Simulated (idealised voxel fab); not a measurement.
Title: Process Module voxel double patterning
Square cell edge 5 nm, section width 190 nm, ID cut.
This document writes a cross-section as a grid whose cells are square, and gives it as bands, listed from the top down; one or more rows of cells form a band. Each band's line starts with the height of the band's top and of its bottom, in nm. Then come its materials from left to right, each with its width in nm. One material with "throughout" fills the band from edge to edge. "air" is empty space. The level at which height equals 0 is the one under which the wafer, as it arrives, is entirely one material. No lower edge exists for the bottom band, which continues downward and is notated as in "0 nm and below". A width such as "30->40" changes by the same amount from each row of cells to the next, from the band's top row to its bottom row. Key: "no modification" - step with no changed cell in the cross-section. Look at "Enclosed empty spaces" for the closed voids: empty spaces with no open path to the top, sized 8 cells or up. Each is width x height at distance, distance from the left edge, all nm. Text after the settings on a step's line: the simulator's own remark on that step. overlay nm: for a step with a mask, the amount by which the mask lay right of where it was planned; a negative amount means left of it.
-- This section lists the process steps that were planned
- 1: op RECEIVE | material Si
- 2: op CONFORMAL_DEP | material SiO2 | thk nm 5
- 3: op DIRECTIONAL_DEP | material polySi | thk nm 10
- 4: op DIRECTIONAL_DEP | material SiCN | thk nm 5
- 5: op DIRECTIONAL_DEP | material aC | thk nm 15
- 6: op PATTERN | tone open | mask id FIRST | material resist | width nm 15 | pitch nm 50 | thk nm 35 | overlay nm -15
- 7: op DIRECTIONAL_ETCH | etch materials aC | depth nm 15
- 8: op STRIP | etch materials resist
- 9: op DIRECTIONAL_ETCH | etch materials SiCN | depth nm 5
- 10: op STRIP | etch materials aC
- 11: op MASKED_ETCH | tone open | mask id SECOND | width nm 15 | pitch nm 50 | etch materials SiCN | depth nm 5 | overlay nm 0
- 12: op DIRECTIONAL_ETCH | etch materials polySi | depth nm 10
- 13: op STRIP | etch materials SiCN
Don't read the plan's overlay nm for step 6 as applying to every wafer: that's the first wafer's value, and the wafers differ in it, though they all start identical.
-- Step 1 complete: as-received cross-section of the first of several wafers
    0 nm and below | Si throughout
    Enclosed empty spaces: none
-- The first of several wafers, seen in cross-section after the module's last step, step 13
    15 nm to 5 nm | 20 polySi, then 15 air, then 25 polySi, then 25 air, then 25 polySi, then 25 air, then 55 polySi
    5 nm to 0 nm | SiO2 throughout
    0 nm and below | Si throughout
    Enclosed empty spaces: none
-- Wafer cross-section (last wafer, module end)
    15 nm to 5 nm | 50 polySi, then 25 air, then 25 polySi, then 25 air, then 25 polySi, then 15 air, then 25 polySi
    5 nm to 0 nm | SiO2 throughout
    0 nm and below | Si throughout
    Enclosed empty spaces: none
-- Per wafer, end of module: cells gained (+) or lost (-) per material since receipt, then closed voids
overlay nm -15 | +38 SiO2 | +50 polySi | Enclosed empty spaces: none
overlay nm -10 | +38 SiO2 | +46 polySi | Enclosed empty spaces: none
overlay nm -5 | +38 SiO2 | +46 polySi | Enclosed empty spaces: none
overlay nm 0 | +38 SiO2 | +46 polySi | Enclosed empty spaces: none
overlay nm 5 | +38 SiO2 | +46 polySi | Enclosed empty spaces: none
overlay nm 10 | +38 SiO2 | +46 polySi | Enclosed empty spaces: none
overlay nm 15 | +38 SiO2 | +50 polySi | Enclosed empty spaces: none
